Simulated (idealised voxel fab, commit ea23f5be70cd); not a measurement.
The process module that follows is named voxel released beams.
Square cells of 5 nm make up the cross-section cut, whose width is 265 nm.
The cross-sections in this document take the form of a grid made of square cells. They are written out as bands, in order from top to bottom. Each band consists of one or more rows of cells. Heights first: top, then bottom, in nm. Then materials, left to right, each with a width in nm. "all across" on a single material: fills the band edge to edge. "air": empty space. Height 0 is the level under which the wafer as received is all one material. The lowest band goes on downwards, as in "0 and below". You'd read "30 to 40" like this: the band's top row of cells is as wide as the first number, its bottom row is as wide as the second, and going down, every row changes width by the same amount as the row before did. Step marked "remained unchanged"? Then no cell in the cross-section changed in it. "Sealed void inventory": sealed empty spaces, 8 cells or more, no open way to top, listed width x height at distance, with distance from the left edge and width, height and distance in nm. Whatever follows a step's settings on its line is a remark the simulator itself makes about that step. overlay nm: for a step with a mask, the amount by which the mask lay right of where it was planned; a negative amount means left of it.
## The process steps that were planned are listed below
1: RECEIVE with material Si
2: CONFORMAL_DEP with material Al2O3, thk nm 10
3: DIRECTIONAL_DEP with material SiO2, thk nm 10
4: MASKED_ETCH with tone open, mask id ANCHOR, width nm 40, etch materials SiO2, depth nm 10, overlay nm 0
5: CONFORMAL_DEP with material W, thk nm 15
6: MASKED_ETCH with tone cover, mask id BEAM, width nm 90, etch materials W, depth nm 15, overlay nm 0
7: STRIP with etch materials SiO2
## The first wafer of two, processed as planned
## as received, after step 1
* 0 and below  Si all across
* Sealed void inventory: none
## After step 2: wafer cross-section
* 10 down to 0  Al2O3 all across
* Under the height 0 nothing was changed.
## After step 3: wafer cross-section
* 20 down to 10  SiO2 all across
* Under the height 10 nothing was changed.
## After step 4: wafer cross-section
* 20 down to 10  SiO2 90 nm  air 40 nm  SiO2 135 nm
* Under the height 10 nothing was changed.
## After step 5: wafer cross-section
* 35 down to 25  W 105 nm  air 10 nm  W 150 nm
* 25 down to 20  W all across
* 20 down to 10  SiO2 90 nm  W 40 nm  SiO2 135 nm
* Under the height 10 nothing was changed.
## After step 6: wafer cross-section
* 35 down to 25  air 85 nm  W 20 nm  air 10 nm  W 60 nm  air 90 nm
* 25 down to 20  air 85 nm  W 90 nm  air 90 nm
* Under the height 20 nothing was changed.
## After step 7: wafer cross-section
* 35 down to 25  air 85 nm  W 20 nm  air 10 nm  W 60 nm  air 90 nm
* 25 down to 20  air 85 nm  W 90 nm  air 90 nm
* 20 down to 10  air 90 nm  W 40 nm  air 135 nm
* Under the height 10 nothing was changed.
## The second wafer began exactly as the first did and followed the same plan, but one mistake was made while running it; through step 4 inclusive, the two wafers are identical
## Here is the second wafer in cross-section at the point where step 5 of the plan should have been done
* 50 down to 20  W all across
* 20 down to 10  SiO2 90 nm  W 40 nm  SiO2 135 nm
* Under the height 10 nothing was changed.
## Here is the second wafer in cross-section at the point where step 6 of the plan should have been done
* 50 down to 35  air 85 nm  W 90 nm  air 90 nm
* Under the height 35 nothing was changed.
Here is the second wafer in cross-section at the point where step 7 of the plan should have been done: remained unchanged
Run error: twice, step 5 of the plan was run
Final cells, second wafer relative to first, materials higher or lower: 90 more of SiO2; 163 more of W
